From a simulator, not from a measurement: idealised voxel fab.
process module | voxel capacitor over wiring
cross-section cut | 265 nm wide | cells 5 nm
A cross-section is a grid of square cells, given in bands from the top down. A band is one or more rows of cells.
Each band's line starts with the height of the band's top and of its bottom, in nm. Then come its materials from left to right, each with its width in nm. One material with "throughout" fills the band from edge to edge. "air" is empty space.
Height 0 is the level under which the wafer as received is all one material. The lowest band goes on downwards, as in "0 down".
A width such as "30 to 40" changes by the same amount from each row of cells to the next, from the band's top row to its bottom row.
"no change" after a step means that no cell of the cross-section changed.
closed voids: empty space of 8 cells or more with no open way to the top, each as width x height at its distance from the left edge, in nm
after a step's settings: what the simulator itself notes on the step
overlay nm, on a step with a mask: how far to the right of its planned place the mask lay; to the left if negative
Each pair below shows a cross-section before one step and the cross-section after it, down to the lowest band that changed. The line under each pair gives the step between them, with its settings. The pairs can come from different runs of this module on the same starting wafer, so a pair continues from the pair above only where its "before" says so.
before
  0 down: Si throughout
  closed voids: none
after
  10 to 0: SiO2 throughout
  below 0: unchanged
  closed voids: none
the step between: op CONFORMAL_DEP | material SiO2 | thk nm 10
before: the cross-section after the pair above
after
  15 to 10: TiN throughout
  below 10: unchanged
  closed voids: none
the step between: op DIRECTIONAL_DEP | material TiN | thk nm 5
before: the cross-section after the pair above
after
  40 to 15: W throughout
  below 15: unchanged
  closed voids: none
the step between: op DIRECTIONAL_DEP | material W | thk nm 25
before: the cross-section after the pair above
after
  50 to 40: aC throughout
  below 40: unchanged
  closed voids: none
the step between: op DIRECTIONAL_DEP | material aC | thk nm 10
before: the cross-section after the pair above
after
  75 to 50: air 80 | resist 20 | air 60 | resist 20 | air 85
  below 50: unchanged
  closed voids: none
the step between: op PATTERN | tone cover | mask id METAL_1 | material resist | width nm 20 | pitch nm 80 | thk nm 25 | overlay nm 0
before: the cross-section after the pair above
after
  65 to 50: air 80 | resist 20 | air 60 | resist 20 | air 85
  50 to 40: air 80 | aC 20 | air 60 | aC 20 | air 85
  below 40: unchanged
  closed voids: none
the step between: op DIRECTIONAL_ETCH | etch materials aC | depth nm 10
before: the cross-section after the pair above
after
  50 to 40: air 80 | aC 20 | air 60 | aC 20 | air 85
  below 40: unchanged
  closed voids: none
the step between: op STRIP | etch materials resist
before: the cross-section after the pair above
after
  50 to 40: air 80 | aC 20 | air 60 | aC 20 | air 85
  40 to 15: air 80 | W 20 | air 60 | W 20 | air 85
  below 15: unchanged
  closed voids: none
the step between: op DIRECTIONAL_ETCH | etch materials W | depth nm 25
before: the cross-section after the pair above
after
  50 to 40: air 80 | aC 20 | air 60 | aC 20 | air 85
  40 to 15: air 80 | W 20 | air 60 | W 20 | air 85
  15 to 10: air 80 | TiN 20 | air 60 | TiN 20 | air 85
  below 10: unchanged
  closed voids: none
the step between: op DIRECTIONAL_ETCH | etch materials TiN | depth nm 5
before: the cross-section after the pair above
after
  40 to 15: air 80 | W 20 | air 60 | W 20 | air 85
  below 15: unchanged
  closed voids: none
the step between: op STRIP | etch materials aC
before: the cross-section after the pair above
after
  45 to 40: air 75 | SiCN 30 | air 50 | SiCN 30 | air 80
  40 to 15: air 75 | SiCN 5 | W 20 | SiCN 5 | air 50 | SiCN 5 | W 20 | SiCN 5 | air 80
  15 to 10: SiCN 80 | TiN 20 | SiCN 60 | TiN 20 | SiCN 85
  below 10: unchanged
  closed voids: none
the step between: op CONFORMAL_DEP | material SiCN | thk nm 5
before: the cross-section after the pair above
after
  55 to 45: SiO2 throughout
  45 to 40: SiO2 75 | SiCN 30 | SiO2 50 | SiCN 30 | SiO2 80
  40 to 15: SiO2 75 | SiCN 5 | W 20 | SiCN 5 | SiO2 50 | SiCN 5 | W 20 | SiCN 5 | SiO2 80
  below 15: unchanged
  closed voids: none
the step between: op FILL_DEP | material SiO2 | thk nm 10
before: the cross-section after the pair above
after
  40 to 15: SiO2 75 | SiCN 5 | W 20 | SiCN 5 | SiO2 50 | SiCN 5 | W 20 | SiCN 5 | SiO2 80
  below 15: unchanged
  closed voids: none
the step between: op CMP | height nm 40
before: the cross-section after the pair above
after
  45 to 40: SiCN throughout
  below 40: unchanged
  closed voids: none
the step between: op CONFORMAL_DEP | material SiCN | thk nm 5
before: the cross-section after the pair above
after
  65 to 45: SiO2 throughout
  below 45: unchanged
  closed voids: none
the step between: op DIRECTIONAL_DEP | material SiO2 | thk nm 20
before: the cross-section after the pair above
after
  85 to 65: resist 85 | air 15 | resist 165
  below 65: unchanged
  closed voids: none
the step between: op PATTERN | tone open | mask id PLUG_1 | material resist | width nm 15 | thk nm 20 | overlay nm 0
before: the cross-section after the pair above
after
  85 to 65: resist 85 | air 15 | resist 165
  65 to 45: SiO2 85 | air 15 | SiO2 165
  below 45: unchanged
  closed voids: none
the step between: op DIRECTIONAL_ETCH | etch materials SiO2 | depth nm 20
before: the cross-section after the pair above
after
  85 to 65: resist 85 | air 15 | resist 165
  65 to 45: SiO2 85 | air 15 | SiO2 165
  45 to 40: SiCN 85 | air 15 | SiCN 165
  below 40: unchanged
  closed voids: none
the step between: op DIRECTIONAL_ETCH | etch materials SiCN | depth nm 5
before: the cross-section after the pair above
after
  65 to 45: SiO2 85 | air 15 | SiO2 165
  below 45: unchanged
  closed voids: none
the step between: op STRIP | etch materials resist
before: the cross-section after the pair above
after
  65 to 50: SiO2 85 | air 15 | SiO2 165
  50 to 45: SiO2 85 | Ru 15 | SiO2 165
  45 to 40: SiCN 85 | Ru 15 | SiCN 165
  below 40: unchanged
  closed voids: none
the step between: op EPI | material Ru | thk nm 10
before: the cross-section after the pair above
after
  65 to 60: SiO2 85 | air 15 | SiO2 165
  60 to 45: SiO2 85 | Ru 15 | SiO2 165
  below 45: unchanged
  closed voids: none
the step between: op EPI | material Ru | thk nm 10
before: the cross-section after the pair above
after
  65 to 45: SiO2 85 | Ru 15 | SiO2 165
  below 45: unchanged
  closed voids: none
the step between: op EPI | material Ru | thk nm 5
before: the cross-section after the pair above
after
  75 to 65: TiN throughout
  below 65: unchanged
  closed voids: none
the step between: op DIRECTIONAL_DEP | material TiN | thk nm 10
before: the cross-section after the pair above
after
  80 to 75: Al2O3 throughout
  below 75: unchanged
  closed voids: none
the step between: op DIRECTIONAL_DEP | material Al2O3 | thk nm 5
before: the cross-section after the pair above
after
  90 to 80: TiN throughout
  below 80: unchanged
  closed voids: none
the step between: op DIRECTIONAL_DEP | material TiN | thk nm 10
before: the cross-section after the pair above
after
  90 to 80: air 85 | TiN 65 | air 115
  below 80: unchanged
  closed voids: none
the step between: op MASKED_ETCH | tone cover | mask id UPPER_PLATE | width nm 65 | etch materials TiN | depth nm 10 | overlay nm 0
before: the cross-section after the pair above
after
  90 to 80: air 85 | TiN 65 | air 115
  80 to 75: air 85 | Al2O3 65 | air 115
  below 75: unchanged
  closed voids: none
the step between: op MASKED_ETCH | tone cover | mask id UPPER_PLATE | width nm 65 | etch materials Al2O3 | depth nm 5 | overlay nm 0
before: the cross-section after the pair above
after
  110 to 90: air 80 | resist 75 | air 110
  90 to 80: air 80 | resist 5 | TiN 65 | resist 5 | air 110
  80 to 75: air 80 | resist 5 | Al2O3 65 | resist 5 | air 110
  below 75: unchanged
  closed voids: none
the step between: op PATTERN | tone cover | mask id LOWER_PLATE | material resist | width nm 75 | thk nm 20 | overlay nm 0
before: the cross-section after the pair above
after
  110 to 90: air 80 | resist 75 | air 110
  90 to 80: air 80 | resist 5 | TiN 65 | resist 5 | air 110
  80 to 75: air 80 | resist 5 | Al2O3 65 | resist 5 | air 110
  75 to 65: air 80 | TiN 75 | air 110
  below 65: unchanged
  closed voids: none
the step between: op DIRECTIONAL_ETCH | etch materials TiN | depth nm 10
before: the cross-section after the pair above
after
  90 to 80: air 85 | TiN 65 | air 115
  80 to 75: air 85 | Al2O3 65 | air 115
  below 75: unchanged
  closed voids: none
the step between: op STRIP | etch materials resist
before: the cross-section after the pair above
after
  110 to 90: SiO2 throughout
  90 to 80: SiO2 85 | TiN 65 | SiO2 115
  80 to 75: SiO2 85 | Al2O3 65 | SiO2 115
  75 to 65: SiO2 80 | TiN 75 | SiO2 110
  below 65: unchanged
  closed voids: none
the step between: op FILL_DEP | material SiO2 | thk nm 20
before: the cross-section after the pair above
after
  105 to 90: SiO2 throughout
  below 90: unchanged
  closed voids: none
the step between: op CMP | height nm 105
before: the cross-section after the pair above
after
  105 to 90: SiO2 95 | air 15 | SiO2 155
  below 90: unchanged
  closed voids: none
the step between: op MASKED_ETCH | tone open | mask id PLUG_2 | width nm 15 | etch materials SiO2 | depth nm 15 | overlay nm 0
before: the cross-section after the pair above
after
  110 to 105: TiN 100 | air 5 | TiN 160
  105 to 95: SiO2 95 | TiN 5 | air 5 | TiN 5 | SiO2 155
  95 to 90: SiO2 95 | TiN 15 | SiO2 155
  below 90: unchanged
  closed voids: none
the step between: op CONFORMAL_DEP | material TiN | thk nm 5
before: the cross-section after the pair above
after
  120 to 110: Ru throughout
  110 to 105: TiN 100 | Ru 5 | TiN 160
  105 to 95: SiO2 95 | TiN 5 | Ru 5 | TiN 5 | SiO2 155
  below 95: unchanged
  closed voids: none
the step between: op FILL_DEP | material Ru | thk nm 10
before: the cross-section after the pair above
after
  105 to 95: SiO2 95 | TiN 5 | Ru 5 | TiN 5 | SiO2 155
  below 95: unchanged
  closed voids: none
the step between: op CMP | height nm 105
before: the cross-section after the pair above
after
  110 to 105: SiN throughout
  below 105: unchanged
  closed voids: none
the step between: op CONFORMAL_DEP | material SiN | thk nm 5
before
  55 to 45: SiO2 throughout
  45 to 40: SiO2 75 | SiCN 30 | SiO2 50 | SiCN 30 | SiO2 80
  40 to 15: SiO2 75 | SiCN 5 | W 20 | SiCN 5 | SiO2 50 | SiCN 5 | W 20 | SiCN 5 | SiO2 80
  15 to 10: SiCN 80 | TiN 20 | SiCN 60 | TiN 20 | SiCN 85
  10 to 0: SiO2 throughout
  0 down: Si throughout
  closed voids: none
after
  60 to 55: SiCN throughout
  below 55: unchanged
  closed voids: none
the step between: op CONFORMAL_DEP | material SiCN | thk nm 5
before: the cross-section after the pair above
after
  80 to 60: SiO2 throughout
  below 60: unchanged
  closed voids: none
the step between: op DIRECTIONAL_DEP | material SiO2 | thk nm 20
before: the cross-section after the pair above
after
  100 to 80: resist 85 | air 15 | resist 165
  below 80: unchanged
  closed voids: none
the step between: op PATTERN | tone open | mask id PLUG_1 | material resist | width nm 15 | thk nm 20 | overlay nm 0
before: the cross-section after the pair above
after
  100 to 80: resist 85 | air 15 | resist 165
  80 to 60: SiO2 85 | air 15 | SiO2 165
  below 60: unchanged
  closed voids: none
the step between: op DIRECTIONAL_ETCH | etch materials SiO2 | depth nm 20
before: the cross-section after the pair above
after
  100 to 80: resist 85 | air 15 | resist 165
  80 to 60: SiO2 85 | air 15 | SiO2 165
  60 to 55: SiCN 85 | air 15 | SiCN 165
  below 55: unchanged
  closed voids: none
the step between: op DIRECTIONAL_ETCH | etch materials SiCN | depth nm 5
before: the cross-section after the pair above
after
  80 to 60: SiO2 85 | air 15 | SiO2 165
  below 60: unchanged
  closed voids: none
the step between: op STRIP | etch materials resist
before: the cross-section after the pair above
after
  90 to 80: TiN 85 | air 15 | TiN 165
  80 to 65: SiO2 85 | air 15 | SiO2 165
  65 to 60: SiO2 85 | TiN 15 | SiO2 165
  60 to 55: SiCN 85 | TiN 15 | SiCN 165
  below 55: unchanged
  closed voids: none
the step between: op DIRECTIONAL_DEP | material TiN | thk nm 10
before: the cross-section after the pair above
after
  95 to 90: Al2O3 85 | air 15 | Al2O3 165
  90 to 80: TiN 85 | air 15 | TiN 165
  80 to 70: SiO2 85 | air 15 | SiO2 165
  70 to 65: SiO2 85 | Al2O3 15 | SiO2 165
  below 65: unchanged
  closed voids: none
the step between: op DIRECTIONAL_DEP | material Al2O3 | thk nm 5
before: the cross-section after the pair above
after
  105 to 95: TiN 85 | air 15 | TiN 165
  95 to 90: Al2O3 85 | air 15 | Al2O3 165
  90 to 80: TiN 85 | air 15 | TiN 165
  80 to 70: SiO2 85 | TiN 15 | SiO2 165
  below 70: unchanged
  closed voids: none
the step between: op DIRECTIONAL_DEP | material TiN | thk nm 10
before: the cross-section after the pair above
after
  105 to 95: air 100 | TiN 50 | air 115
  below 95: unchanged
  closed voids: none
the step between: op MASKED_ETCH | tone cover | mask id UPPER_PLATE | width nm 65 | etch materials TiN | depth nm 10 | overlay nm 0
before: the cross-section after the pair above
after
  105 to 95: air 100 | TiN 50 | air 115
  95 to 90: air 100 | Al2O3 50 | air 115
  below 90: unchanged
  closed voids: none
the step between: op MASKED_ETCH | tone cover | mask id UPPER_PLATE | width nm 65 | etch materials Al2O3 | depth nm 5 | overlay nm 0
before: the cross-section after the pair above
after
  125 to 105: air 80 | resist 75 | air 110
  105 to 95: air 80 | resist 20 | TiN 50 | resist 5 | air 110
  95 to 90: air 80 | resist 20 | Al2O3 50 | resist 5 | air 110
  90 to 80: TiN 85 | resist 15 | TiN 165
  below 80: unchanged
  closed voids: none
the step between: op PATTERN | tone cover | mask id LOWER_PLATE | material resist | width nm 75 | thk nm 20 | overlay nm 0
before: the cross-section after the pair above
after
  125 to 105: air 80 | resist 75 | air 110
  105 to 95: air 80 | resist 20 | TiN 50 | resist 5 | air 110
  95 to 90: air 80 | resist 20 | Al2O3 50 | resist 5 | air 110
  90 to 80: air 80 | TiN 5 | resist 15 | TiN 55 | air 110
  below 80: unchanged
  closed voids: none
the step between: op DIRECTIONAL_ETCH | etch materials TiN | depth nm 10
before: the cross-section after the pair above
after
  105 to 95: air 100 | TiN 50 | air 115
  95 to 90: air 100 | Al2O3 50 | air 115
  90 to 80: air 80 | TiN 5 | air 15 | TiN 55 | air 110
  below 80: unchanged
  closed voids: none
the step between: op STRIP | etch materials resist
before: the cross-section after the pair above
after
  125 to 105: SiO2 throughout
  105 to 95: SiO2 100 | TiN 50 | SiO2 115
  95 to 90: SiO2 100 | Al2O3 50 | SiO2 115
  90 to 80: SiO2 80 | TiN 5 | SiO2 15 | TiN 55 | SiO2 110
  below 80: unchanged
  closed voids: none
the step between: op FILL_DEP | material SiO2 | thk nm 20
before: the cross-section after the pair above
after
  105 to 95: SiO2 100 | TiN 50 | SiO2 115
  below 95: unchanged
  closed voids: none
the step between: op CMP | height nm 105
before: the cross-section after the pair above
after
  105 to 95: SiO2 95 | air 5 | TiN 50 | SiO2 115
  95 to 90: SiO2 95 | air 5 | Al2O3 50 | SiO2 115
  below 90: unchanged
  closed voids: none
the step between: op MASKED_ETCH | tone open | mask id PLUG_2 | width nm 15 | etch materials SiO2 | depth nm 15 | overlay nm 0
before: the cross-section after the pair above
after
  110 to 105: TiN throughout
  105 to 95: SiO2 95 | TiN 55 | SiO2 115
  95 to 90: SiO2 95 | TiN 5 | Al2O3 50 | SiO2 115
  below 90: unchanged
  closed voids: none
the step between: op CONFORMAL_DEP | material TiN | thk nm 5
before: the cross-section after the pair above
after
  120 to 110: Ru throughout
  below 110: unchanged
  closed voids: none
the step between: op FILL_DEP | material Ru | thk nm 10
before: the cross-section after the pair above
after
  105 to 95: SiO2 95 | TiN 55 | SiO2 115
  below 95: unchanged
  closed voids: none
the step between: op CMP | height nm 105
before: the cross-section after the pair above
after
  110 to 105: SiN throughout
  below 105: unchanged
  closed voids: none
the step between: op CONFORMAL_DEP | material SiN | thk nm 5
before
  65 to 45: SiO2 throughout
  45 to 40: SiCN throughout
  40 to 15: SiO2 75 | SiCN 5 | W 20 | SiCN 5 | SiO2 50 | SiCN 5 | W 20 | SiCN 5 | SiO2 80
  15 to 10: SiCN 80 | TiN 20 | SiCN 60 | TiN 20 | SiCN 85
  10 to 0: SiO2 throughout
  0 down: Si throughout
  closed voids: none
after
  85 to 45: SiO2 throughout
  below 45: unchanged
  closed voids: none
the step between: op DIRECTIONAL_DEP | material SiO2 | thk nm 20
before: the cross-section after the pair above
after
  105 to 85: resist 85 | air 15 | resist 165
  below 85: unchanged
  closed voids: none
the step between: op PATTERN | tone open | mask id PLUG_1 | material resist | width nm 15 | thk nm 20 | overlay nm 0
before: the cross-section after the pair above
after
  105 to 85: resist 85 | air 15 | resist 165
  85 to 65: SiO2 85 | air 15 | SiO2 165
  below 65: unchanged
  closed voids: none
the step between: op DIRECTIONAL_ETCH | etch materials SiO2 | depth nm 20
before: the cross-section after the pair above
after
  85 to 65: SiO2 85 | air 15 | SiO2 165
  below 65: unchanged
  closed voids: none
the step between: op STRIP | etch materials resist
before: the cross-section after the pair above
after
  95 to 85: TiN 85 | air 15 | TiN 165
  85 to 75: SiO2 85 | air 15 | SiO2 165
  75 to 65: SiO2 85 | TiN 15 | SiO2 165
  below 65: unchanged
  closed voids: none
the step between: op DIRECTIONAL_DEP | material TiN | thk nm 10
before: the cross-section after the pair above
after
  100 to 95: Al2O3 85 | air 15 | Al2O3 165
  95 to 85: TiN 85 | air 15 | TiN 165
  85 to 80: SiO2 85 | air 15 | SiO2 165
  80 to 75: SiO2 85 | Al2O3 15 | SiO2 165
  below 75: unchanged
  closed voids: none
the step between: op DIRECTIONAL_DEP | material Al2O3 | thk nm 5
before: the cross-section after the pair above
after
  110 to 100: TiN 85 | air 15 | TiN 165
  100 to 95: Al2O3 85 | air 15 | Al2O3 165
  95 to 90: TiN 85 | air 15 | TiN 165
  90 to 85: TiN throughout
  85 to 80: SiO2 85 | TiN 15 | SiO2 165
  below 80: unchanged
  closed voids: none
the step between: op DIRECTIONAL_DEP | material TiN | thk nm 10
before: the cross-section after the pair above
after
  110 to 100: air 100 | TiN 50 | air 115
  below 100: unchanged
  closed voids: none
the step between: op MASKED_ETCH | tone cover | mask id UPPER_PLATE | width nm 65 | etch materials TiN | depth nm 10 | overlay nm 0
before: the cross-section after the pair above
after
  110 to 100: air 100 | TiN 50 | air 115
  100 to 95: air 100 | Al2O3 50 | air 115
  below 95: unchanged
  closed voids: none
the step between: op MASKED_ETCH | tone cover | mask id UPPER_PLATE | width nm 65 | etch materials Al2O3 | depth nm 5 | overlay nm 0
before: the cross-section after the pair above
after
  130 to 110: air 80 | resist 75 | air 110
  110 to 100: air 80 | resist 20 | TiN 50 | resist 5 | air 110
  100 to 95: air 80 | resist 20 | Al2O3 50 | resist 5 | air 110
  95 to 90: TiN 85 | resist 15 | TiN 165
  below 90: unchanged
  closed voids: none
the step between: op PATTERN | tone cover | mask id LOWER_PLATE | material resist | width nm 75 | thk nm 20 | overlay nm 0
before: the cross-section after the pair above
after
  130 to 110: air 80 | resist 75 | air 110
  110 to 100: air 80 | resist 20 | TiN 50 | resist 5 | air 110
  100 to 95: air 80 | resist 20 | Al2O3 50 | resist 5 | air 110
  95 to 90: air 80 | TiN 5 | resist 15 | TiN 55 | air 110
  90 to 85: air 80 | TiN 75 | air 110
  below 85: unchanged
  closed voids: none
the step between: op DIRECTIONAL_ETCH | etch materials TiN | depth nm 10
before: the cross-section after the pair above
after
  110 to 100: air 100 | TiN 50 | air 115
  100 to 95: air 100 | Al2O3 50 | air 115
  95 to 90: air 80 | TiN 5 | air 15 | TiN 55 | air 110
  below 90: unchanged
  closed voids: none
the step between: op STRIP | etch materials resist
before: the cross-section after the pair above
after
  130 to 110: SiO2 throughout
  110 to 100: SiO2 100 | TiN 50 | SiO2 115
  100 to 95: SiO2 100 | Al2O3 50 | SiO2 115
  95 to 90: SiO2 80 | TiN 5 | SiO2 15 | TiN 55 | SiO2 110
  90 to 80: SiO2 80 to 85 | TiN 75 to 15 | SiO2 110 to 165
  below 80: unchanged
  closed voids: none
the step between: op FILL_DEP | material SiO2 | thk nm 20
before: the cross-section after the pair above
after
  105 to 100: SiO2 100 | TiN 50 | SiO2 115
  below 100: unchanged
  closed voids: none
the step between: op CMP | height nm 105
before: the cross-section after the pair above
after
  105 to 100: SiO2 95 | air 5 | TiN 50 | SiO2 115
  100 to 95: SiO2 95 | air 5 | Al2O3 50 | SiO2 115
  95 to 90: SiO2 80 | TiN 5 | SiO2 10 | air 5 | TiN 55 | SiO2 110
  below 90: unchanged
  closed voids: none
the step between: op MASKED_ETCH | tone open | mask id PLUG_2 | width nm 15 | etch materials SiO2 | depth nm 15 | overlay nm 0
before: the cross-section after the pair above
after
  110 to 105: TiN throughout
  105 to 100: SiO2 95 | TiN 55 | SiO2 115
  100 to 95: SiO2 95 | TiN 5 | Al2O3 50 | SiO2 115
  95 to 90: SiO2 80 | TiN 5 | SiO2 10 | TiN 60 | SiO2 110
  below 90: unchanged
  closed voids: none
the step between: op CONFORMAL_DEP | material TiN | thk nm 5
before: the cross-section after the pair above
after
  120 to 110: Ru throughout
  below 110: unchanged
  closed voids: none
the step between: op FILL_DEP | material Ru | thk nm 10
before: the cross-section after the pair above
after
  105 to 100: SiO2 95 | TiN 55 | SiO2 115
  below 100: unchanged
  closed voids: none
the step between: op CMP | height nm 105
before: the cross-section after the pair above
after
  110 to 105: SiN throughout
  below 105: unchanged
  closed voids: none
the step between: op CONFORMAL_DEP | material SiN | thk nm 5
before
  65 to 60: SiO2 85 | air 15 | SiO2 165
  60 to 45: SiO2 85 | Ru 15 | SiO2 165
  45 to 40: SiCN 85 | Ru 15 | SiCN 165
  40 to 15: SiO2 75 | SiCN 5 | W 20 | SiCN 5 | SiO2 50 | SiCN 5 | W 20 | SiCN 5 | SiO2 80
  15 to 10: SiCN 80 | TiN 20 | SiCN 60 | TiN 20 | SiCN 85
  10 to 0: SiO2 throughout
  0 down: Si throughout
  closed voids: none
after
  75 to 70: TiN 85 | air 15 | TiN 165
  70 to 65: TiN throughout
  65 to 60: SiO2 85 | TiN 15 | SiO2 165
  below 60: unchanged
  closed voids: none
the step between: op DIRECTIONAL_DEP | material TiN | thk nm 10
before: the cross-section after the pair above
after
  80 to 75: Ru 90 | air 5 | Ru 170
  75 to 70: TiN 85 | Ru 15 | TiN 165
  below 70: unchanged
  closed voids: none
the step between: op EPI | material Ru | thk nm 5
before: the cross-section after the pair above
after
  85 to 80: Al2O3 90 | air 5 | Al2O3 170
  80 to 75: Ru 90 | Al2O3 5 | Ru 170
  below 75: unchanged
  closed voids: none
the step between: op DIRECTIONAL_DEP | material Al2O3 | thk nm 5
before: the cross-section after the pair above
after
  95 to 90: TiN 90 | air 5 | TiN 170
  90 to 85: TiN throughout
  85 to 80: Al2O3 90 | TiN 5 | Al2O3 170
  below 80: unchanged
  closed voids: none
the step between: op DIRECTIONAL_DEP | material TiN | thk nm 10
before: the cross-section after the pair above
after
  95 to 90: air 85 | TiN 5 | air 5 | TiN 55 | air 115
  90 to 85: air 85 | TiN 65 | air 115
  below 85: unchanged
  closed voids: none
the step between: op MASKED_ETCH | tone cover | mask id UPPER_PLATE | width nm 65 | etch materials TiN | depth nm 10 | overlay nm 0
before: the cross-section after the pair above
after
  95 to 90: air 85 | TiN 5 | air 5 | TiN 55 | air 115
  90 to 85: air 85 | TiN 65 | air 115
  85 to 80: air 85 | Al2O3 5 | TiN 5 | Al2O3 55 | air 115
  below 80: unchanged
  closed voids: none
the step between: op MASKED_ETCH | tone cover | mask id UPPER_PLATE | width nm 65 | etch materials Al2O3 | depth nm 5 | overlay nm 0
before: the cross-section after the pair above
after
  115 to 95: air 80 | resist 75 | air 110
  95 to 90: air 80 | resist 5 | TiN 5 | resist 5 | TiN 55 | resist 5 | air 110
  90 to 85: air 80 | resist 5 | TiN 65 | resist 5 | air 110
  85 to 80: air 80 | resist 5 | Al2O3 5 | TiN 5 | Al2O3 55 | resist 5 | air 110
  below 80: unchanged
  closed voids: none
the step between: op PATTERN | tone cover | mask id LOWER_PLATE | material resist | width nm 75 | thk nm 20 | overlay nm 0
before: the cross-section after the pair above
after
  95 to 90: air 85 | TiN 5 | air 5 | TiN 55 | air 115
  90 to 85: air 85 | TiN 65 | air 115
  85 to 80: air 85 | Al2O3 5 | TiN 5 | Al2O3 55 | air 115
  below 80: unchanged
  closed voids: none
the step between: op STRIP | etch materials resist
before: the cross-section after the pair above
after
  115 to 95: SiO2 throughout
  95 to 90: SiO2 85 | TiN 5 | SiO2 5 | TiN 55 | SiO2 115
  90 to 85: SiO2 85 | TiN 65 | SiO2 115
  85 to 80: SiO2 85 | Al2O3 5 | TiN 5 | Al2O3 55 | SiO2 115
  below 80: unchanged
  closed voids: none
the step between: op FILL_DEP | material SiO2 | thk nm 20
before: the cross-section after the pair above
after
  105 to 95: SiO2 throughout
  below 95: unchanged
  closed voids: none
the step between: op CMP | height nm 105
before: the cross-section after the pair above
after
  105 to 95: SiO2 95 | air 15 | SiO2 155
  below 95: unchanged
  closed voids: none
the step between: op MASKED_ETCH | tone open | mask id PLUG_2 | width nm 15 | etch materials SiO2 | depth nm 15 | overlay nm 0
before: the cross-section after the pair above
after
  110 to 105: TiN 100 | air 5 | TiN 160
  105 to 100: SiO2 95 | TiN 5 | air 5 | TiN 5 | SiO2 155
  100 to 95: SiO2 95 | TiN 15 | SiO2 155
  below 95: unchanged
  closed voids: none
the step between: op CONFORMAL_DEP | material TiN | thk nm 5
before: the cross-section after the pair above
after
  120 to 110: Ru throughout
  110 to 105: TiN 100 | Ru 5 | TiN 160
  105 to 100: SiO2 95 | TiN 5 | Ru 5 | TiN 5 | SiO2 155
  below 100: unchanged
  closed voids: none
the step between: op FILL_DEP | material Ru | thk nm 10
before: the cross-section after the pair above
after
  105 to 100: SiO2 95 | TiN 5 | Ru 5 | TiN 5 | SiO2 155
  below 100: unchanged
  closed voids: none
the step between: op CMP | height nm 105
before: the cross-section after the pair above
after
  110 to 105: SiN throughout
  below 105: unchanged
  closed voids: none
the step between: op CONFORMAL_DEP | material SiN | thk nm 5
before
  110 to 90: SiO2 throughout
  90 to 80: SiO2 85 | TiN 65 | SiO2 115
  80 to 75: SiO2 85 | Al2O3 65 | SiO2 115
  75 to 65: SiO2 80 | TiN 75 | SiO2 110
  65 to 45: SiO2 85 | Ru 15 | SiO2 165
  45 to 40: SiCN 85 | Ru 15 | SiCN 165
  40 to 15: SiO2 75 | SiCN 5 | W 20 | SiCN 5 | SiO2 50 | SiCN 5 | W 20 | SiCN 5 | SiO2 80
  15 to 10: SiCN 80 | TiN 20 | SiCN 60 | TiN 20 | SiCN 85
  10 to 0: SiO2 throughout
  0 down: Si throughout
  closed voids: none
after
  100 to 90: SiO2 throughout
  below 90: unchanged
  closed voids: none
the step between: op CMP | height nm 100
before: the cross-section after the pair above
after
  100 to 90: SiO2 95 | air 15 | SiO2 155
  below 90: unchanged
  closed voids: none
the step between: op MASKED_ETCH | tone open | mask id PLUG_2 | width nm 15 | etch materials SiO2 | depth nm 15 | overlay nm 0
before: the cross-section after the pair above
after
  105 to 100: TiN 100 | air 5 | TiN 160
  100 to 95: SiO2 95 | TiN 5 | air 5 | TiN 5 | SiO2 155
  95 to 90: SiO2 95 | TiN 15 | SiO2 155
  below 90: unchanged
  closed voids: none
the step between: op CONFORMAL_DEP | material TiN | thk nm 5
before: the cross-section after the pair above
after
  115 to 105: Ru throughout
  105 to 100: TiN 100 | Ru 5 | TiN 160
  100 to 95: SiO2 95 | TiN 5 | Ru 5 | TiN 5 | SiO2 155
  below 95: unchanged
  closed voids: none
the step between: op FILL_DEP | material Ru | thk nm 10
before: the cross-section after the pair above
after
  105 to 100: TiN 100 | Ru 5 | TiN 160
  below 100: unchanged
  closed voids: none
the step between: op CMP | height nm 105
before: the cross-section after the pair above
after
  110 to 105: SiN throughout
  below 105: unchanged
  closed voids: none
the step between: op CONFORMAL_DEP | material SiN | thk nm 5
before
  50 to 40: aC throughout
  40 to 15: W throughout
  15 to 10: TiN throughout
  10 to 0: SiO2 throughout
  0 down: Si throughout
  closed voids: none
after
  75 to 50: air 85 | resist 15 | air 65 | resist 15 | air 85
  below 50: unchanged
  closed voids: none
the step between: op PATTERN | tone cover | mask id METAL_1 | material resist | width nm 15 | pitch nm 80 | thk nm 25 | overlay nm 0
before: the cross-section after the pair above
after
  65 to 50: air 85 | resist 15 | air 65 | resist 15 | air 85
  50 to 40: air 85 | aC 15 | air 65 | aC 15 | air 85
  below 40: unchanged
  closed voids: none
the step between: op DIRECTIONAL_ETCH | etch materials aC | depth nm 10
before: the cross-section after the pair above
after
  50 to 40: air 85 | aC 15 | air 65 | aC 15 | air 85
  below 40: unchanged
  closed voids: none
the step between: op STRIP | etch materials resist
before: the cross-section after the pair above
after
  50 to 40: air 85 | aC 15 | air 65 | aC 15 | air 85
  40 to 15: air 85 | W 15 | air 65 | W 15 | air 85
  below 15: unchanged
  closed voids: none
the step between: op DIRECTIONAL_ETCH | etch materials W | depth nm 25
before: the cross-section after the pair above
after
  50 to 40: air 85 | aC 15 | air 65 | aC 15 | air 85
  40 to 15: air 85 | W 15 | air 65 | W 15 | air 85
  15 to 10: air 85 | TiN 15 | air 65 | TiN 15 | air 85
  below 10: unchanged
  closed voids: none
the step between: op DIRECTIONAL_ETCH | etch materials TiN | depth nm 5
before: the cross-section after the pair above
after
  40 to 15: air 85 | W 15 | air 65 | W 15 | air 85
  below 15: unchanged
  closed voids: none
the step between: op STRIP | etch materials aC
before: the cross-section after the pair above
after
  45 to 40: air 80 | SiCN 25 | air 55 | SiCN 25 | air 80
  40 to 15: air 80 | SiCN 5 | W 15 | SiCN 5 | air 55 | SiCN 5 | W 15 | SiCN 5 | air 80
  15 to 10: SiCN 85 | TiN 15 | SiCN 65 | TiN 15 | SiCN 85
  below 10: unchanged
  closed voids: none
the step between: op CONFORMAL_DEP | material SiCN | thk nm 5
before: the cross-section after the pair above
after
  55 to 45: SiO2 throughout
  45 to 40: SiO2 80 | SiCN 25 | SiO2 55 | SiCN 25 | SiO2 80
  40 to 15: SiO2 80 | SiCN 5 | W 15 | SiCN 5 | SiO2 55 | SiCN 5 | W 15 | SiCN 5 | SiO2 80
  below 15: unchanged
  closed voids: none
the step between: op FILL_DEP | material SiO2 | thk nm 10
before: the cross-section after the pair above
after
  40 to 15: SiO2 80 | SiCN 5 | W 15 | SiCN 5 | SiO2 55 | SiCN 5 | W 15 | SiCN 5 | SiO2 80
  below 15: unchanged
  closed voids: none
the step between: op CMP | height nm 40
before: the cross-section after the pair above
after
  45 to 40: SiCN throughout
  below 40: unchanged
  closed voids: none
the step between: op CONFORMAL_DEP | material SiCN | thk nm 5
before: the cross-section after the pair above
after
  65 to 45: SiO2 throughout
  below 45: unchanged
  closed voids: none
the step between: op DIRECTIONAL_DEP | material SiO2 | thk nm 20
